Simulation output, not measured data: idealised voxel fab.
process module | voxel gate over fins
cross-section cut | 140 nm wide | cells 5 nm
A cross-section is a grid of square cells, given in bands from the top down. A band is one or more rows of cells.
Each band's line starts with the height of the band's top and of its bottom, in nm. Then come its materials from left to right, each with its width in nm. One material with "throughout" fills the band from edge to edge. "air" is empty space.
Height 0 is the level under which the wafer as received is all one material. The lowest band goes on downwards, as in "0 down".
A width such as "30 to 40" changes by the same amount from each row of cells to the next, from the band's top row to its bottom row.
"no change" after a step means that no cell of the cross-section changed.
closed voids: empty space of 8 cells or more with no open way to the top, each as width x height at its distance from the left edge, in nm
after a step's settings: what the simulator itself notes on the step
overlay nm, on a step with a mask: how far to the right of its planned place the mask lay; to the left if negative
plan
1 op RECEIVE | material Si
2 op CONFORMAL_DEP | material SiN | thk nm 5
3 op PATTERN | tone cover | mask id FINS | material resist | width nm 15 | pitch nm 60 | thk nm 20 | overlay nm 0
4 op DIRECTIONAL_ETCH | etch materials SiN | depth nm 5
5 op DIRECTIONAL_ETCH | etch materials Si | depth nm 40
6 op STRIP | etch materials resist
7 op OXIDIZE | depth nm 5
8 op FILL_DEP | material SiO2 | thk nm 15
9 op CMP | height nm 5
10 op PATTERN | tone open | mask id RAIL | material resist | width nm 15 | thk nm 15 | overlay nm 0
11 op DIRECTIONAL_ETCH | etch materials SiO2 | depth nm 40
12 op STRIP | etch materials resist
13 op CONFORMAL_DEP | material TiN | thk nm 5
14 op FILL_DEP | material W | thk nm 10
15 op CMP | height nm 5
16 op SELECTIVE_ETCH | etch materials W Ru TiN | depth nm 20
17 op FILL_DEP | material SiO2 | thk nm 5
18 op CMP | height nm 5
19 op SELECTIVE_ETCH | etch materials SiO2 | depth nm 15
20 op STRIP | etch materials SiN
21 op CONFORMAL_DEP | material HfO2 | thk nm 5
22 op CONFORMAL_DEP | material TiN | thk nm 5
23 op CONFORMAL_DEP | material TiAl | thk nm 5
24 op CONFORMAL_DEP | material TiN | thk nm 5
25 op FILL_DEP | material W | thk nm 10
26 op CMP | height nm 25
27 op CONFORMAL_DEP | material SiCN | thk nm 10
as received, after step 1
  0 down: Si throughout
  closed voids: none
first wafer at the end, as planned
  35 to 25: SiCN throughout
  25 to 20: W throughout
  20 to 15: W 15 | TiN 45 | W 15 | TiN 45 | W 20
  15 to 10: W 15 | TiN 5 | TiAl 35 | TiN 5 | W 15 | TiN 5 | TiAl 35 | TiN 5 | W 20
  10 to 5: TiN 20 | TiAl 5 | TiN 25 | TiAl 5 | TiN 25 | TiAl 5 | TiN 25 | TiAl 5 | TiN 25
  5 to 0: TiAl 25 | TiN 5 | HfO2 15 | TiN 5 | TiAl 35 | TiN 5 | HfO2 15 | TiN 5 | TiAl 30
  0 to -5: TiN 30 | HfO2 5 | Si 5 | HfO2 5 | TiN 45 | HfO2 5 | Si 5 | HfO2 5 | TiN 35
  -5 to -10: HfO2 35 | Si 5 | HfO2 55 | Si 5 | HfO2 40
  -10 to -15: SiO2 35 | Si 5 | SiO2 55 | Si 5 | SiO2 40
  -15 to -30: SiO2 35 | Si 5 | SiO2 20 | TiN 5 | W 5 | TiN 5 | SiO2 20 | Si 5 | SiO2 40
  -30 to -35: SiO2 35 | Si 5 | SiO2 20 | TiN 15 | SiO2 20 | Si 5 | SiO2 40
  -35 to -45: SiO2 35 | Si 5 | SiO2 55 | Si 5 | SiO2 40
  -45 down: Si throughout
  closed voids: none
second wafer at the end: like start, like plan, one mistake
  35 to 25: SiCN throughout
  25 to 20: W throughout
  20 to 15: W 15 | TiN 50 | W 10 | TiN 50 | W 15
  15 to 10: W 15 | TiN 5 | TiAl 40 | TiN 5 | W 10 | TiN 5 | TiAl 40 | TiN 5 | W 15
  10 to 5: TiN 20 | TiAl 5 | TiN 30 | TiAl 5 | TiN 20 | TiAl 5 | TiN 30 | TiAl 5 | TiN 20
  5 to 0: TiAl 25 | TiN 5 | HfO2 20 | TiN 5 | TiAl 30 | TiN 5 | HfO2 20 | TiN 5 | TiAl 25
  0 to -5: TiN 30 | HfO2 5 | Si 10 | HfO2 5 | TiN 40 | HfO2 5 | Si 10 | HfO2 5 | TiN 30
  -5 to -10: HfO2 35 | Si 10 | HfO2 50 | Si 10 | HfO2 35
  -10 to -15: SiO2 35 | Si 10 | SiO2 50 | Si 10 | SiO2 35
  -15 to -30: SiO2 35 | Si 10 | SiO2 15 | TiN 5 | W 5 | TiN 5 | SiO2 20 | Si 10 | SiO2 35
  -30 to -35: SiO2 35 | Si 10 | SiO2 15 | TiN 15 | SiO2 20 | Si 10 | SiO2 35
  -35 to -45: SiO2 35 | Si 10 | SiO2 50 | Si 10 | SiO2 35
  -45 down: Si throughout
  closed voids: none
what went wrong: step 3 ran as: op PATTERN | tone cover | mask id FINS | material resist | width nm 20 | pitch nm 60 | thk nm 20 | overlay nm 0
at the end the second wafer has, in cells: 18 more of Si | 14 fewer of SiO2 | 4 fewer of W
